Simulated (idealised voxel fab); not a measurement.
process module | voxel self aligned contacts
cross-section cut | 180 nm wide | cells 5 nm
A cross-section is a grid of square cells, given in bands from the top down. A band is one or more rows of cells.
Each band's line starts with the height of the band's top and of its bottom, in nm. Then come its materials from left to right, each with its width in nm. One material with "throughout" fills the band from edge to edge. "air" is empty space.
Height 0 is the level under which the wafer as received is all one material. The lowest band goes on downwards, as in "0 down".
A width such as "30 to 40" changes by the same amount from each row of cells to the next, from the band's top row to its bottom row.
"no change" after a step means that no cell of the cross-section changed.
closed voids: empty space of 8 cells or more with no open way to the top, each as width x height at its distance from the left edge, in nm
after a step's settings: what the simulator itself notes on the step
overlay nm, on a step with a mask: how far to the right of its planned place the mask lay; to the left if negative
plan
1 op RECEIVE | material Si
2 op OXIDIZE | depth nm 5
3 op DIRECTIONAL_DEP | material polySi | thk nm 20
4 op DIRECTIONAL_DEP | material SiN | thk nm 20
5 op MASKED_ETCH | tone cover | mask id GATE | width nm 25 | pitch nm 60 | etch materials SiN | depth nm 20 | overlay nm 0
6 op MASKED_ETCH | tone cover | mask id GATE | width nm 25 | pitch nm 60 | etch materials polySi | depth nm 20 | overlay nm 0
7 op CONFORMAL_DEP | material SiN | thk nm 5
8 op DIRECTIONAL_ETCH | etch materials SiN | depth nm 5
9 op FILL_DEP | material SiO2 | thk nm 15
10 op CMP | height nm 45
11 op PATTERN | tone open | mask id CONTACT | material resist | width nm 45 | pitch nm 60 | thk nm 15 | overlay nm 0
12 op DIRECTIONAL_ETCH | etch materials SiO2 | depth nm 50
13 op STRIP | etch materials resist
14 op CONFORMAL_DEP | material TiN | thk nm 5
15 op FILL_DEP | material Ru | thk nm 10
16 op CMP | height nm 45
17 op CONFORMAL_DEP | material SiCN | thk nm 5
as received, after step 1
  0 down: Si throughout
  closed voids: none
first wafer at the end, as planned
  50 to 45: SiCN throughout
  45 to 40: SiO2 35 | TiN 15 | Ru 15 | TiN 15 | SiO2 15 | TiN 15 | Ru 15 | TiN 15 | SiO2 40
  40 to 20: SiO2 10 | SiN 35 | TiN 5 | Ru 15 | TiN 5 | SiN 35 | TiN 5 | Ru 15 | TiN 5 | SiN 35 | SiO2 15
  20 to 0: SiO2 10 | SiN 5 | polySi 25 | SiN 5 | TiN 5 | Ru 15 | TiN 5 | SiN 5 | polySi 25 | SiN 5 | TiN 5 | Ru 15 | TiN 5 | SiN 5 | polySi 25 | SiN 5 | SiO2 15
  0 to -5: SiO2 45 | TiN 25 | SiO2 35 | TiN 25 | SiO2 50
  -5 down: Si throughout
  closed voids: none
second wafer at the end: like start, like plan, one mistake
  50 to 45: SiCN throughout
  45 to 40: SiO2 40 | TiN 10 | Ru 15 | TiN 15 | SiO2 20 | TiN 10 | Ru 15 | TiN 15 | SiO2 40
  40 to 20: SiO2 10 | SiN 35 | TiN 5 | Ru 15 | TiN 5 | SiN 35 | TiN 5 | Ru 15 | TiN 5 | SiN 35 | SiO2 15
  20 to 0: SiO2 10 | SiN 5 | polySi 25 | SiN 5 | TiN 5 | Ru 15 | TiN 5 | SiN 5 | polySi 25 | SiN 5 | TiN 5 | Ru 15 | TiN 5 | SiN 5 | polySi 25 | SiN 5 | SiO2 15
  0 to -5: SiO2 45 | TiN 25 | SiO2 35 | TiN 25 | SiO2 50
  -5 down: Si throughout
  closed voids: none
what went wrong: step 11 ran as: op PATTERN | tone open | mask id CONTACT | material resist | width nm 40 | pitch nm 60 | thk nm 15 | overlay nm 0
at the end the second wafer has, in cells: 2 more of SiO2 | 2 fewer of TiN
